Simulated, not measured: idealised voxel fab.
Process module heading - voxel double patterning
This is section cut - it's 160 nm across, gridded in 5 nm square cells.
In what follows, cross-sections appear as grids of square cells, described through bands that run from the top down, where every band is one or more rows of cells.
First you get the band's top height and its bottom height, in nm, and then the materials it's made of, left to right, with each width in nm. If you see a single material with "edge to edge", that one covers the band edge to edge. "blank" is empty space.
All heights in this document are referenced to 0, defined as the level beneath which the wafer, as received, consists entirely of one material. The lowest band is not bounded below; it extends indefinitely downward and is written in the form "0 -> down".
A width such as "30 to 40" changes by the same amount from each row of cells to the next, from the band's top row to its bottom row.
For the purposes of this document, the phrase "nothing altered" attached to a step denotes that no cell within the cross-section was modified by that step.
If an empty space has no open way to the top and is at least 8 cells in size, "Voids, sealed" lists it, written width x height at distance, where distance is measured from the left edge and every value is in nm.
It should be noted that, on the line of a given step, the content following the step's settings is a remark produced by the simulator itself with respect to that step.
What "overlay nm" on a step's line means: if the step has a mask, that mask lay this far to the right of its planned place, or, when the value is negative, to the left.

LISTED BELOW ARE THE PROCESS STEPS AS PLANNED
1. RECEIVE (material Si)
2. CONFORMAL_DEP (material SiO2; thk nm 5)
3. DIRECTIONAL_DEP (material TiN; thk nm 10)
4. DIRECTIONAL_DEP (material SiCN; thk nm 5)
5. PATTERN (tone open; mask id FIRST; material resist; width nm 15; pitch nm 50; thk nm 20; overlay nm 0)
6. DIRECTIONAL_ETCH (etch materials SiCN; depth nm 5)
7. STRIP (etch materials resist)
8. PATTERN (tone open; mask id SECOND; material resist; width nm 15; thk nm 20; overlay nm 0)
9. DIRECTIONAL_ETCH (etch materials SiCN; depth nm 5)
10. STRIP (etch materials resist)
11. DIRECTIONAL_ETCH (etch materials TiN; depth nm 10)
12. STRIP (etch materials SiCN)

WAFER AS RECEIVED: CROSS-SECTION FOLLOWING STEP 1
	0 -> down | Si edge to edge
	Voids, sealed: none

POST-MODULE CROSS-SECTION OF THE FIRST OF TWO WAFERS (RUN PER PLAN)
	15 -> 5 | TiN=45  blank=15  TiN=10  blank=15  TiN=10  blank=15  TiN=50
	5 -> 0 | SiO2 edge to edge
	0 -> down | Si edge to edge
	Voids, sealed: none

SECOND WAFER OF THE TWO, SECTIONED AT THE END OF THE MODULE. IT BEGAN LIKE THE FIRST AND FOLLOWED THE SAME PLAN, BUT ONE MISTAKE WAS MADE WHILE RUNNING IT
	15 -> 10 | SiO2 edge to edge
	10 -> 0 | TiN edge to edge
	0 -> down | Si edge to edge
	Voids, sealed: none
Misprocessing identified: swap of plan steps 2 and 3 during execution
The second wafer ends with more or fewer cells of some materials than the first, per final count: 18 more of TiN
